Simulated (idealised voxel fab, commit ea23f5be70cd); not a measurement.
process module | voxel quadruple lines
cross-section cut | 285 nm wide | cells 5 nm
A cross-section is a grid of square cells, given in bands from the top down. A band is one or more rows of cells.
Each band's line starts with the height of the band's top and of its bottom, in nm. Then come its materials from left to right, each with its width in nm. One material with "throughout" fills the band from edge to edge. "air" is empty space.
Height 0 is the level under which the wafer as received is all one material. The lowest band goes on downwards, as in "0 down".
A width such as "30 to 40" changes by the same amount from each row of cells to the next, from the band's top row to its bottom row.
"no change" after a step means that no cell of the cross-section changed.
closed voids: empty space of 8 cells or more with no open way to the top, each as width x height at its distance from the left edge, in nm
after a step's settings: what the simulator itself notes on the step
overlay nm, on a step with a mask: how far to the right of its planned place the mask lay; to the left if negative
plan
1 op RECEIVE | material Si
2 op CONFORMAL_DEP | material SiO2 | thk nm 10
3 op DIRECTIONAL_DEP | material W | thk nm 10
4 op DIRECTIONAL_DEP | material polySi | thk nm 20
5 op DIRECTIONAL_DEP | material aC | thk nm 20
6 op PATTERN | tone cover | mask id MANDREL | material resist | width nm 30 | pitch nm 80 | thk nm 25 | overlay nm 0
7 op DIRECTIONAL_ETCH | etch materials aC | depth nm 20
8 op STRIP | etch materials resist
9 op CONFORMAL_DEP | material SiO2 | thk nm 10
10 op DIRECTIONAL_ETCH | etch materials SiO2 | depth nm 10
11 op STRIP | etch materials aC
12 op DIRECTIONAL_ETCH | etch materials polySi | depth nm 20
13 op STRIP | etch materials SiO2
14 op CONFORMAL_DEP | material SiCN | thk nm 10
15 op DIRECTIONAL_ETCH | etch materials SiCN | depth nm 10
16 op STRIP | etch materials polySi
17 op DIRECTIONAL_ETCH | etch materials W | depth nm 10
18 op STRIP | etch materials SiCN
as received, after step 1
  0 down: Si throughout
  closed voids: none
a wafer at the end: this start, this plan, one mistake
  20 to 10: air 70 | W 10 | air 10 | W 20 | air 10 | W 10 | air 20 | W 10 | air 10 | W 20 | air 10 | W 10 | air 75
  10 to 0: SiO2 throughout
  0 down: Si throughout
  closed voids: none
what went wrong: step 6 ran as: op PATTERN | tone cover | mask id MANDREL | material resist | width nm 20 | pitch nm 80 | thk nm 25 | overlay nm 0
